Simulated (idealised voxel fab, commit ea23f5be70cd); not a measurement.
process module | voxel wiring stack
cross-section cut | 225 nm wide | cells 5 nm
A cross-section is a grid of square cells, given in bands from the top down. A band is one or more rows of cells.
Each band's line starts with the height of the band's top and of its bottom, in nm. Then come its materials from left to right, each with its width in nm. One material with "throughout" fills the band from edge to edge. "air" is empty space.
Height 0 is the level under which the wafer as received is all one material. The lowest band goes on downwards, as in "0 down".
A width such as "30 to 40" changes by the same amount from each row of cells to the next, from the band's top row to its bottom row.
"no change" after a step means that no cell of the cross-section changed.
closed voids: empty space of 8 cells or more with no open way to the top, each as width x height at its distance from the left edge, in nm
after a step's settings: what the simulator itself notes on the step
overlay nm, on a step with a mask: how far to the right of its planned place the mask lay; to the left if negative
Each pair below shows a cross-section before one step and the cross-section after it, down to the lowest band that changed. The line under each pair gives the step between them, with its settings. The pairs can come from different runs of this module on the same starting wafer, so a pair continues from the pair above only where its "before" says so.
before
  180 to 175: TiN 75 | air 15 | TiN 40 | air 15 | TiN 80
  175 to 160: SiO2 70 | TiN 5 | air 15 | TiN 5 | SiO2 30 | TiN 5 | air 15 | TiN 5 | SiO2 75
  160 to 155: SiN 70 | TiN 25 | SiN 30 | TiN 25 | SiN 75
  155 to 140: lowk 70 | Ru 15 | lowk 40 | Ru 15 | lowk 85
  140 to 135: SiCN 70 | Ru 15 | SiCN 40 | Ru 15 | SiCN 85
  135 to 125: lowk 70 | TiN 5 | Cu 15 | TiN 5 | lowk 30 | TiN 5 | Cu 15 | TiN 5 | lowk 75
  125 to 120: lowk 70 | TiN 5 | Cu 5 | TiN 15 | lowk 30 | TiN 25 | lowk 75
  120 to 105: lowk 70 | TiN 5 | Cu 5 | TiN 5 | lowk 140
  105 to 100: SiCN 70 | TiN 15 | SiCN 140
  100 to 75: lowk 70 | W 25 | lowk 30 | W 25 | lowk 75
  75 to 70: lowk 70 | TiN 25 | lowk 30 | TiN 25 | lowk 75
  70 to 50: SiO2 70 | TiN 5 | Cu 5 | TiN 5 | SiO2 140
  50 to 45: SiCN 70 | TiN 15 | SiCN 140
  45 to 40: SiCN 65 | Ru 35 | SiCN 20 | Ru 35 | SiCN 70
  40 to 20: lowk 70 | TiN 5 | Cu 15 | TiN 5 | lowk 30 | TiN 5 | Cu 15 | TiN 5 | lowk 75
  20 to 15: SiN 70 | TiN 25 | SiN 30 | TiN 25 | SiN 75
  15 to 0: SiO2 throughout
  0 down: Si throughout
  closed voids: none
after
  185 to 180: W throughout
  180 to 175: TiN 75 | W 15 | TiN 40 | W 15 | TiN 80
  175 to 160: SiO2 70 | TiN 5 | W 15 | TiN 5 | SiO2 30 | TiN 5 | W 15 | TiN 5 | SiO2 75
  below 160: unchanged
  closed voids: none
the step between: op FILL_DEP | material W | thk nm 5
before: the cross-section after the pair above
after
  175 to 160: SiO2 70 | TiN 5 | W 15 | TiN 5 | SiO2 30 | TiN 5 | W 15 | TiN 5 | SiO2 75
  below 160: unchanged
  closed voids: none
the step between: op CMP | height nm 175
before: the cross-section after the pair above
after
  180 to 175: SiN throughout
  below 175: unchanged
  closed voids: none
the step between: op CONFORMAL_DEP | material SiN | thk nm 5
before
  110 to 100: aC throughout
  100 to 75: W throughout
  75 to 70: TiN throughout
  70 to 50: SiO2 70 | TiN 5 | Cu 5 | TiN 5 | SiO2 140
  50 to 45: SiCN 70 | TiN 15 | SiCN 140
  45 to 40: SiCN 65 | Ru 35 | SiCN 20 | Ru 35 | SiCN 70
  40 to 20: lowk 70 | TiN 5 | Cu 15 | TiN 5 | lowk 30 | TiN 5 | Cu 15 | TiN 5 | lowk 75
  20 to 15: SiN 70 | TiN 25 | SiN 30 | TiN 25 | SiN 75
  15 to 0: SiO2 throughout
  0 down: Si throughout
  closed voids: none
after
  140 to 110: resist 70 | air 25 | resist 30 | air 25 | resist 75
  below 110: unchanged
  closed voids: none
the step between: op PATTERN | tone open | mask id METAL_2 | material resist | width nm 25 | pitch nm 55 | thk nm 30 | overlay nm 0
before: the cross-section after the pair above
after
  130 to 110: resist 70 | air 25 | resist 30 | air 25 | resist 75
  110 to 100: aC 70 | air 25 | aC 30 | air 25 | aC 75
  below 100: unchanged
  closed voids: none
the step between: op DIRECTIONAL_ETCH | etch materials aC | depth nm 10
before: the cross-section after the pair above
after
  110 to 100: aC 70 | air 25 | aC 30 | air 25 | aC 75
  below 100: unchanged
  closed voids: none
the step between: op STRIP | etch materials resist
before: the cross-section after the pair above
after
  110 to 100: aC 70 | air 25 | aC 30 | air 25 | aC 75
  100 to 75: W 70 | air 25 | W 30 | air 25 | W 75
  below 75: unchanged
  closed voids: none
the step between: op DIRECTIONAL_ETCH | etch materials W | depth nm 25
before: the cross-section after the pair above
after
  110 to 100: aC 70 | air 25 | aC 30 | air 25 | aC 75
  100 to 75: W 70 | air 25 | W 30 | air 25 | W 75
  75 to 70: TiN 70 | air 25 | TiN 30 | air 25 | TiN 75
  below 70: unchanged
  closed voids: none
the step between: op DIRECTIONAL_ETCH | etch materials TiN | depth nm 5
before: the cross-section after the pair above
after
  100 to 75: W 70 | air 25 | W 30 | air 25 | W 75
  below 75: unchanged
  closed voids: none
the step between: op STRIP | etch materials aC
before: the cross-section after the pair above
after
  105 to 100: lowk throughout
  100 to 75: W 70 | lowk 25 | W 30 | lowk 25 | W 75
  75 to 70: TiN 70 | lowk 25 | TiN 30 | lowk 25 | TiN 75
  below 70: unchanged
  closed voids: none
the step between: op FILL_DEP | material lowk | thk nm 5
before: the cross-section after the pair above
after
  100 to 75: W 70 | lowk 25 | W 30 | lowk 25 | W 75
  below 75: unchanged
  closed voids: none
the step between: op CMP | height nm 100
before: the cross-section after the pair above
after
  105 to 100: SiCN throughout
  below 100: unchanged
  closed voids: none
the step between: op CONFORMAL_DEP | material SiCN | thk nm 5
before: the cross-section after the pair above
after
  135 to 105: lowk throughout
  below 105: unchanged
  closed voids: none
the step between: op DIRECTIONAL_DEP | material lowk | thk nm 30
before: the cross-section after the pair above
after
  155 to 135: resist 70 | air 25 | resist 30 | air 25 | resist 75
  below 135: unchanged
  closed voids: none
the step between: op PATTERN | tone open | mask id METAL_3 | material resist | width nm 25 | pitch nm 55 | thk nm 20 | overlay nm 0
before: the cross-section after the pair above
after
  155 to 135: resist 70 | air 25 | resist 30 | air 25 | resist 75
  135 to 120: lowk 70 | air 25 | lowk 30 | air 25 | lowk 75
  below 120: unchanged
  closed voids: none
the step between: op DIRECTIONAL_ETCH | etch materials lowk | depth nm 15
before: the cross-section after the pair above
after
  135 to 120: lowk 70 | air 25 | lowk 30 | air 25 | lowk 75
  below 120: unchanged
  closed voids: none
the step between: op STRIP | etch materials resist
before: the cross-section after the pair above
after
  135 to 120: lowk 70 | air 25 | lowk 30 | air 25 | lowk 75
  120 to 105: lowk 70 | air 15 | lowk 140
  below 105: unchanged
  closed voids: none
the step between: op MASKED_ETCH | tone open | mask id METAL_3_HOLES | width nm 15 | etch materials lowk | depth nm 15 | overlay nm 0
before: the cross-section after the pair above
after
  135 to 120: lowk 70 | air 25 | lowk 30 | air 25 | lowk 75
  120 to 105: lowk 70 | air 15 | lowk 140
  105 to 100: SiCN 70 | air 15 | SiCN 140
  below 100: unchanged
  closed voids: none
the step between: op MASKED_ETCH | tone open | mask id METAL_3_HOLES | width nm 15 | etch materials SiCN | depth nm 5 | overlay nm 0
before: the cross-section after the pair above
after
  140 to 135: TiN 75 | air 15 | TiN 40 | air 15 | TiN 80
  135 to 125: lowk 70 | TiN 5 | air 15 | TiN 5 | lowk 30 | TiN 5 | air 15 | TiN 5 | lowk 75
  125 to 120: lowk 70 | TiN 5 | air 5 | TiN 15 | lowk 30 | TiN 25 | lowk 75
  120 to 105: lowk 70 | TiN 5 | air 5 | TiN 5 | lowk 140
  105 to 100: SiCN 70 | TiN 15 | SiCN 140
  below 100: unchanged
  closed voids: none
the step between: op CONFORMAL_DEP | material TiN | thk nm 5
before: the cross-section after the pair above
after
  145 to 140: Cu throughout
  140 to 135: TiN 75 | Cu 15 | TiN 40 | Cu 15 | TiN 80
  135 to 125: lowk 70 | TiN 5 | Cu 15 | TiN 5 | lowk 30 | TiN 5 | Cu 15 | TiN 5 | lowk 75
  125 to 120: lowk 70 | TiN 5 | Cu 5 | TiN 15 | lowk 30 | TiN 25 | lowk 75
  120 to 105: lowk 70 | TiN 5 | Cu 5 | TiN 5 | lowk 140
  below 105: unchanged
  closed voids: none
the step between: op FILL_DEP | material Cu | thk nm 5
before: the cross-section after the pair above
after
  135 to 125: lowk 70 | TiN 5 | Cu 15 | TiN 5 | lowk 30 | TiN 5 | Cu 15 | TiN 5 | lowk 75
  below 125: unchanged
  closed voids: none
the step between: op CMP | height nm 135
before: the cross-section after the pair above
after
  140 to 135: SiCN throughout
  below 135: unchanged
  closed voids: none
the step between: op CONFORMAL_DEP | material SiCN | thk nm 5
before: the cross-section after the pair above
after
  155 to 140: lowk throughout
  below 140: unchanged
  closed voids: none
the step between: op DIRECTIONAL_DEP | material lowk | thk nm 15
before: the cross-section after the pair above
after
  155 to 140: lowk 70 | air 15 | lowk 40 | air 15 | lowk 85
  below 140: unchanged
  closed voids: none
the step between: op MASKED_ETCH | tone open | mask id PLUG_3 | width nm 15 | pitch nm 55 | etch materials lowk | depth nm 15 | overlay nm 0
before: the cross-section after the pair above
after
  155 to 140: lowk 70 | air 15 | lowk 40 | air 15 | lowk 85
  140 to 135: SiCN 70 | air 15 | SiCN 40 | air 15 | SiCN 85
  below 135: unchanged
  closed voids: none
the step between: op MASKED_ETCH | tone open | mask id PLUG_3 | width nm 15 | pitch nm 55 | etch materials SiCN | depth nm 5 | overlay nm 0
before: the cross-section after the pair above
after
  155 to 145: lowk 70 | air 15 | lowk 40 | air 15 | lowk 85
  145 to 140: lowk 70 | Ru 15 | lowk 40 | Ru 15 | lowk 85
  140 to 135: SiCN 70 | Ru 15 | SiCN 40 | Ru 15 | SiCN 85
  below 135: unchanged
  closed voids: none
the step between: op EPI | material Ru | thk nm 10
before: the cross-section after the pair above
after
  155 to 140: lowk 70 | Ru 15 | lowk 40 | Ru 15 | lowk 85
  below 140: unchanged
  closed voids: none
the step between: op EPI | material Ru | thk nm 10
before: the cross-section after the pair above
after
  160 to 155: SiN throughout
  below 155: unchanged
  closed voids: none
the step between: op CONFORMAL_DEP | material SiN | thk nm 5
before: the cross-section after the pair above
after
  175 to 160: SiO2 throughout
  below 160: unchanged
  closed voids: none
the step between: op DIRECTIONAL_DEP | material SiO2 | thk nm 15
before: the cross-section after the pair above
after
  175 to 160: SiO2 70 | air 25 | SiO2 30 | air 25 | SiO2 75
  below 160: unchanged
  closed voids: none
the step between: op MASKED_ETCH | tone open | mask id METAL_4 | width nm 25 | pitch nm 55 | etch materials SiO2 | depth nm 15 | overlay nm 0
before: the cross-section after the pair above
after
  175 to 160: SiO2 70 | air 25 | SiO2 30 | air 25 | SiO2 75
  160 to 155: SiN 70 | air 25 | SiN 30 | air 25 | SiN 75
  below 155: unchanged
  closed voids: none
the step between: op MASKED_ETCH | tone open | mask id METAL_4 | width nm 25 | pitch nm 55 | etch materials SiN | depth nm 5 | overlay nm 0
before: the cross-section after the pair above
after
  180 to 175: TiN 75 | air 15 | TiN 40 | air 15 | TiN 80
  175 to 160: SiO2 70 | TiN 5 | air 15 | TiN 5 | SiO2 30 | TiN 5 | air 15 | TiN 5 | SiO2 75
  160 to 155: SiN 70 | TiN 25 | SiN 30 | TiN 25 | SiN 75
  below 155: unchanged
  closed voids: none
the step between: op CONFORMAL_DEP | material TiN | thk nm 5
before: the cross-section after the pair above
after
  185 to 180: Ru throughout
  180 to 175: TiN 75 | Ru 15 | TiN 40 | Ru 15 | TiN 80
  175 to 160: SiO2 70 | TiN 5 | Ru 15 | TiN 5 | SiO2 30 | TiN 5 | Ru 15 | TiN 5 | SiO2 75
  below 160: unchanged
  closed voids: none
the step between: op FILL_DEP | material Ru | thk nm 5
before: the cross-section after the pair above
after
  175 to 160: SiO2 70 | TiN 5 | Ru 15 | TiN 5 | SiO2 30 | TiN 5 | Ru 15 | TiN 5 | SiO2 75
  below 160: unchanged
  closed voids: none
the step between: op CMP | height nm 175
before: the cross-section after the pair above
after
  180 to 175: SiN throughout
  below 175: unchanged
  closed voids: none
the step between: op CONFORMAL_DEP | material SiN | thk nm 5
